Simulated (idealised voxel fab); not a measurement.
Process module heading - voxel gate over fins
This is section cut - it's 280 nm across, gridded in 5 nm square cells.
If you're reading a cross-section in this doc, picture square cells in a grid; it comes to you as bands, top ones listed first down to the bottom, and a band can be one or more rows of cells.
First you get the band's top height and its bottom height, in nm, and then the materials it's made of, left to right, with each width in nm. If you see a single material with "throughout", that one covers the band edge to edge. "air" is empty space.
Note: height 0 marks the level under which the wafer is uniformly one material as received. Lowest band unbounded below, written "0 nm and below".
Width spec "30..40" -> top row of cells at first value, bottom row at second value, equal per-row change in between.
"everything unchanged" -> step changed no cross-section cell.
Look at "Closed cavity list" for the closed voids: empty spaces with no open path to the top, sized 8 cells or up. Each is width x height at distance, distance from the left edge, all nm.
What comes after the settings on a step's line is commentary from the simulator itself on that step.
"overlay nm", when on a step's line for a step with a mask, measures how far to the right of its planned place the mask lay; a negative measure means to the left.
### The steps planned for the process are as follows
- 1: RECEIVE: material Si
- 2: CONFORMAL_DEP: material SiN, thk nm 5
- 3: MASKED_ETCH: tone cover, mask id FINS, width nm 15, pitch nm 45, etch materials SiN, depth nm 5, overlay nm 0
- 4: MASKED_ETCH: tone cover, mask id FINS, width nm 15, pitch nm 45, etch materials Si, depth nm 30, overlay nm 0
- 5: FILL_DEP: material SiO2, thk nm 15
- 6: CMP: height nm 5
- 7: SELECTIVE_ETCH: etch materials SiO2, depth nm 15
- 8: STRIP: etch materials SiN
- 9: CONFORMAL_DEP: material HfO2, thk nm 5
- 10: CONFORMAL_DEP: material TiN, thk nm 5
- 11: FILL_DEP: material W, thk nm 10
- 12: CMP: height nm 15
- 13: CONFORMAL_DEP: material SiCN, thk nm 5
All wafers enter the flow in the same state. The width nm at step 3 differs from wafer to wafer, and the plan gives the value for the first wafer.
### Received condition of the first of several wafers, sectioned: post-step 1
  0 nm and below | Si throughout
  Closed cavity list: none
### Shown in cross-section: the first of several wafers at the end of the module, after its last step, step 13
  20 nm to 15 nm | SiCN throughout
  15 nm to 10 nm | W throughout
  10 nm to 5 nm | W 55 / TiN 35 / W 10 / TiN 35 / W 10 / TiN 35 / W 10 / TiN 35 / W 55
  5 nm to 0 nm | W 55 / TiN 5 / HfO2 25 / TiN 5 / W 10 / TiN 5 / HfO2 25 / TiN 5 / W 10 / TiN 5 / HfO2 25 / TiN 5 / W 10 / TiN 5 / HfO2 25 / TiN 5 / W 55
  0 nm to -5 nm | TiN 60 / HfO2 5 / Si 15 / HfO2 5 / TiN 20 / HfO2 5 / Si 15 / HfO2 5 / TiN 20 / HfO2 5 / Si 15 / HfO2 5 / TiN 20 / HfO2 5 / Si 15 / HfO2 5 / TiN 60
  -5 nm to -10 nm | HfO2 65 / Si 15 / HfO2 30 / Si 15 / HfO2 30 / Si 15 / HfO2 30 / Si 15 / HfO2 65
  -10 nm to -30 nm | SiO2 65 / Si 15 / SiO2 30 / Si 15 / SiO2 30 / Si 15 / SiO2 30 / Si 15 / SiO2 65
  -30 nm and below | Si throughout
  Closed cavity list: none
### End of module: cross-section, last of several wafers
  20 nm to 15 nm | SiCN throughout
  15 nm to 10 nm | W throughout
  10 nm to 5 nm | W 50 / TiN 185 / W 45
  5 nm to 0 nm | W 50 / TiN 5 / HfO2 40 / TiN 5 / HfO2 40 / TiN 5 / HfO2 40 / TiN 5 / HfO2 40 / TiN 5 / W 45
  0 nm to -5 nm | TiN 55 / HfO2 5 / Si 30 / HfO2 5 / TiN 5 / HfO2 5 / Si 30 / HfO2 5 / TiN 5 / HfO2 5 / Si 30 / HfO2 5 / TiN 5 / HfO2 5 / Si 30 / HfO2 5 / TiN 50
  -5 nm to -10 nm | HfO2 60 / Si 30 / HfO2 15 / Si 30 / HfO2 15 / Si 30 / HfO2 15 / Si 30 / HfO2 55
  -10 nm to -30 nm | SiO2 60 / Si 30 / SiO2 15 / Si 30 / SiO2 15 / Si 30 / SiO2 15 / Si 30 / SiO2 55
  -30 nm and below | Si throughout
  Closed cavity list: none
### Per-wafer rows below. For each material: cells gained (+) or lost (-) since the wafer was received, as of end of module. Then: closed voids
width nm 15 | +72 HfO2 | -264 Si | +56 SiCN | +176 SiO2 | +72 TiN | +112 W | Closed cavity list: none
width nm 20 | +72 HfO2 | -240 Si | +56 SiCN | +160 SiO2 | +72 TiN | +104 W | Closed cavity list: none
width nm 25 | +72 HfO2 | -216 Si | +56 SiCN | +144 SiO2 | +72 TiN | +96 W | Closed cavity list: none
width nm 30 | +72 HfO2 | -192 Si | +56 SiCN | +128 SiO2 | +66 TiN | +94 W | Closed cavity list: none
